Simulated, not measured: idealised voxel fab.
Presented below is a process module, voxel trench capacitor.
Section cut is 285 nm wide and gridded with 5 nm square cells.
In what follows, cross-sections appear as grids of square cells, described through bands that run from the top down, where every band is one or more rows of cells.
A band entry consists of two parts. The first gives the height of the band's top and the height of its bottom, in nm. The rest lists the band's materials from left to right, each with its width in nm. A single material labelled with the word "edge to edge" fills the band from edge to edge, and the word "blank" marks empty space.
Beneath 0, the wafer as received is one material, and that level is where height counting begins. The lowest band goes on downward without a bottom; it is written like "from 0 down".
Read "30 to 40" as a graded width: first number on top, second number at the bottom, same change between each pair of neighbouring rows.
Where the words "no change" appear for a step, the cross-section shows no cell changed by that step; every cell remained as before.
You'll see "Voids, enclosed" listing empty spaces that have no way open to the top, as long as they're 8 cells or more; the notation is width x height at distance, where the distance is from the left edge, and all of it is in nm.
What comes after the settings on a step's line is commentary from the simulator itself on that step.
The setting "overlay nm" may be written on the line of a step. When the step uses a mask, the value reports how far to the right of the planned place the mask lay, and a negative value reports that it lay to the left.

Listed below are the process steps as planned:
step 1: RECEIVE (material Si)
step 2: CONFORMAL_DEP (material SiN; thk nm 5)
step 3: MASKED_ETCH (tone open; mask id TRENCH; width nm 25; pitch nm 40; etch materials SiN; depth nm 5; overlay nm 0)
step 4: MASKED_ETCH (tone open; mask id TRENCH; width nm 25; pitch nm 40; etch materials Si; depth nm 35; overlay nm 0)
step 5: CONFORMAL_DEP (material Al2O3; thk nm 5)
step 6: CONFORMAL_DEP (material TiN; thk nm 5)
step 7: FILL_DEP (material W; thk nm 10)
step 8: CMP (height nm 5)

First of two wafers, processed according to plan:

Cross-section, incoming material, after step 1:
	from 0 down | Si edge to edge
	Voids, enclosed: none

After step 2, in cross-section:
	from 5 to 0 | SiN edge to edge
	No changes below 0.

After step 3, in cross-section:
	from 5 to 0 | SiN=70, then blank=25, then SiN=15, then blank=25, then SiN=15, then blank=25, then SiN=15, then blank=25, then SiN=70
	No changes below 0.

After step 4, in cross-section:
	from 5 to 0 | SiN=70, then blank=25, then SiN=15, then blank=25, then SiN=15, then blank=25, then SiN=15, then blank=25, then SiN=70
	from 0 to -35 | Si=70, then blank=25, then Si=15, then blank=25, then Si=15, then blank=25, then Si=15, then blank=25, then Si=70
	No changes below -35.

After step 5, in cross-section:
	from 10 to 5 | Al2O3=75, then blank=15, then Al2O3=25, then blank=15, then Al2O3=25, then blank=15, then Al2O3=25, then blank=15, then Al2O3=75
	from 5 to 0 | SiN=70, then Al2O3=5, then blank=15, then Al2O3=5, then SiN=15, then Al2O3=5, then blank=15, then Al2O3=5, then SiN=15, then Al2O3=5, then blank=15, then Al2O3=5, then SiN=15, then Al2O3=5, then blank=15, then Al2O3=5, then SiN=70
	from 0 to -30 | Si=70, then Al2O3=5, then blank=15, then Al2O3=5, then Si=15, then Al2O3=5, then blank=15, then Al2O3=5, then Si=15, then Al2O3=5, then blank=15, then Al2O3=5, then Si=15, then Al2O3=5, then blank=15, then Al2O3=5, then Si=70
	from -30 to -35 | Si=70, then Al2O3=25, then Si=15, then Al2O3=25, then Si=15, then Al2O3=25, then Si=15, then Al2O3=25, then Si=70
	No changes below -35.

After step 6, in cross-section:
	from 15 to 10 | TiN=80, then blank=5, then TiN=35, then blank=5, then TiN=35, then blank=5, then TiN=35, then blank=5, then TiN=80
	from 10 to 5 | Al2O3=75, then TiN=5, then blank=5, then TiN=5, then Al2O3=25, then TiN=5, then blank=5, then TiN=5, then Al2O3=25, then TiN=5, then blank=5, then TiN=5, then Al2O3=25, then TiN=5, then blank=5, then TiN=5, then Al2O3=75
	from 5 to 0 | SiN=70, then Al2O3=5, then TiN=5, then blank=5, then TiN=5, then Al2O3=5, then SiN=15, then Al2O3=5, then TiN=5, then blank=5, then TiN=5, then Al2O3=5, then SiN=15, then Al2O3=5, then TiN=5, then blank=5, then TiN=5, then Al2O3=5, then SiN=15, then Al2O3=5, then TiN=5, then blank=5, then TiN=5, then Al2O3=5, then SiN=70
	from 0 to -25 | Si=70, then Al2O3=5, then TiN=5, then blank=5, then TiN=5, then Al2O3=5, then Si=15, then Al2O3=5, then TiN=5, then blank=5, then TiN=5, then Al2O3=5, then Si=15, then Al2O3=5, then TiN=5, then blank=5, then TiN=5, then Al2O3=5, then Si=15, then Al2O3=5, then TiN=5, then blank=5, then TiN=5, then Al2O3=5, then Si=70
	from -25 to -30 | Si=70, then Al2O3=5, then TiN=15, then Al2O3=5, then Si=15, then Al2O3=5, then TiN=15, then Al2O3=5, then Si=15, then Al2O3=5, then TiN=15, then Al2O3=5, then Si=15, then Al2O3=5, then TiN=15, then Al2O3=5, then Si=70
	No changes below -30.

After step 7, in cross-section:
	from 25 to 15 | W edge to edge
	from 15 to 10 | TiN=80, then W=5, then TiN=35, then W=5, then TiN=35, then W=5, then TiN=35, then W=5, then TiN=80
	from 10 to 5 | Al2O3=75, then TiN=5, then W=5, then TiN=5, then Al2O3=25, then TiN=5, then W=5, then TiN=5, then Al2O3=25, then TiN=5, then W=5, then TiN=5, then Al2O3=25, then TiN=5, then W=5, then TiN=5, then Al2O3=75
	from 5 to 0 | SiN=70, then Al2O3=5, then TiN=5, then W=5, then TiN=5, then Al2O3=5, then SiN=15, then Al2O3=5, then TiN=5, then W=5, then TiN=5, then Al2O3=5, then SiN=15, then Al2O3=5, then TiN=5, then W=5, then TiN=5, then Al2O3=5, then SiN=15, then Al2O3=5, then TiN=5, then W=5, then TiN=5, then Al2O3=5, then SiN=70
	from 0 to -25 | Si=70, then Al2O3=5, then TiN=5, then W=5, then TiN=5, then Al2O3=5, then Si=15, then Al2O3=5, then TiN=5, then W=5, then TiN=5, then Al2O3=5, then Si=15, then Al2O3=5, then TiN=5, then W=5, then TiN=5, then Al2O3=5, then Si=15, then Al2O3=5, then TiN=5, then W=5, then TiN=5, then Al2O3=5, then Si=70
	No changes below -25.

After step 8, in cross-section:
	from 5 to 0 | SiN=70, then Al2O3=5, then TiN=5, then W=5, then TiN=5, then Al2O3=5, then SiN=15, then Al2O3=5, then TiN=5, then W=5, then TiN=5, then Al2O3=5, then SiN=15, then Al2O3=5, then TiN=5, then W=5, then TiN=5, then Al2O3=5, then SiN=15, then Al2O3=5, then TiN=5, then W=5, then TiN=5, then Al2O3=5, then SiN=70
	No changes below 0.

Second wafer, same starting state and plan as the first, one mistake in the run, identical through step 4:

Cross-section of the second wafer at the time by which step 5 should have been completed according to the plan:
	from 10 to 5 | TiN=75, then blank=15, then TiN=25, then blank=15, then TiN=25, then blank=15, then TiN=25, then blank=15, then TiN=75
	from 5 to 0 | SiN=70, then TiN=5, then blank=15, then TiN=5, then SiN=15, then TiN=5, then blank=15, then TiN=5, then SiN=15, then TiN=5, then blank=15, then TiN=5, then SiN=15, then TiN=5, then blank=15, then TiN=5, then SiN=70
	from 0 to -30 | Si=70, then TiN=5, then blank=15, then TiN=5, then Si=15, then TiN=5, then blank=15, then TiN=5, then Si=15, then TiN=5, then blank=15, then TiN=5, then Si=15, then TiN=5, then blank=15, then TiN=5, then Si=70
	from -30 to -35 | Si=70, then TiN=25, then Si=15, then TiN=25, then Si=15, then TiN=25, then Si=15, then TiN=25, then Si=70
	No changes below -35.

Cross-section of the second wafer at the time by which step 6 should have been completed according to the plan:
	from 15 to 10 | Al2O3=80, then blank=5, then Al2O3=35, then blank=5, then Al2O3=35, then blank=5, then Al2O3=35, then blank=5, then Al2O3=80
	from 10 to 5 | TiN=75, then Al2O3=5, then blank=5, then Al2O3=5, then TiN=25, then Al2O3=5, then blank=5, then Al2O3=5, then TiN=25, then Al2O3=5, then blank=5, then Al2O3=5, then TiN=25, then Al2O3=5, then blank=5, then Al2O3=5, then TiN=75
	from 5 to 0 | SiN=70, then TiN=5, then Al2O3=5, then blank=5, then Al2O3=5, then TiN=5, then SiN=15, then TiN=5, then Al2O3=5, then blank=5, then Al2O3=5, then TiN=5, then SiN=15, then TiN=5, then Al2O3=5, then blank=5, then Al2O3=5, then TiN=5, then SiN=15, then TiN=5, then Al2O3=5, then blank=5, then Al2O3=5, then TiN=5, then SiN=70
	from 0 to -25 | Si=70, then TiN=5, then Al2O3=5, then blank=5, then Al2O3=5, then TiN=5, then Si=15, then TiN=5, then Al2O3=5, then blank=5, then Al2O3=5, then TiN=5, then Si=15, then TiN=5, then Al2O3=5, then blank=5, then Al2O3=5, then TiN=5, then Si=15, then TiN=5, then Al2O3=5, then blank=5, then Al2O3=5, then TiN=5, then Si=70
	from -25 to -30 | Si=70, then TiN=5, then Al2O3=15, then TiN=5, then Si=15, then TiN=5, then Al2O3=15, then TiN=5, then Si=15, then TiN=5, then Al2O3=15, then TiN=5, then Si=15, then TiN=5, then Al2O3=15, then TiN=5, then Si=70
	No changes below -30.

Cross-section of the second wafer at the time by which step 7 should have been completed according to the plan:
	from 25 to 15 | W edge to edge
	from 15 to 10 | Al2O3=80, then W=5, then Al2O3=35, then W=5, then Al2O3=35, then W=5, then Al2O3=35, then W=5, then Al2O3=80
	from 10 to 5 | TiN=75, then Al2O3=5, then W=5, then Al2O3=5, then TiN=25, then Al2O3=5, then W=5, then Al2O3=5, then TiN=25, then Al2O3=5, then W=5, then Al2O3=5, then TiN=25, then Al2O3=5, then W=5, then Al2O3=5, then TiN=75
	from 5 to 0 | SiN=70, then TiN=5, then Al2O3=5, then W=5, then Al2O3=5, then TiN=5, then SiN=15, then TiN=5, then Al2O3=5, then W=5, then Al2O3=5, then TiN=5, then SiN=15, then TiN=5, then Al2O3=5, then W=5, then Al2O3=5, then TiN=5, then SiN=15, then TiN=5, then Al2O3=5, then W=5, then Al2O3=5, then TiN=5, then SiN=70
	from 0 to -25 | Si=70, then TiN=5, then Al2O3=5, then W=5, then Al2O3=5, then TiN=5, then Si=15, then TiN=5, then Al2O3=5, then W=5, then Al2O3=5, then TiN=5, then Si=15, then TiN=5, then Al2O3=5, then W=5, then Al2O3=5, then TiN=5, then Si=15, then TiN=5, then Al2O3=5, then W=5, then Al2O3=5, then TiN=5, then Si=70
	No changes below -25.

Cross-section of the second wafer at the time by which step 8 should have been completed according to the plan:
	from 5 to 0 | SiN=70, then TiN=5, then Al2O3=5, then W=5, then Al2O3=5, then TiN=5, then SiN=15, then TiN=5, then Al2O3=5, then W=5, then Al2O3=5, then TiN=5, then SiN=15, then TiN=5, then Al2O3=5, then W=5, then Al2O3=5, then TiN=5, then SiN=15, then TiN=5, then Al2O3=5, then W=5, then Al2O3=5, then TiN=5, then SiN=70
	No changes below 0.
Want to know what went wrong? steps 5 and 6 got flipped, so each one ran where the other should have
Once processing is complete, comparing cell counts shows that the second wafer has more or fewer of certain materials than the first: 16 fewer of Al2O3, 16 more of TiN
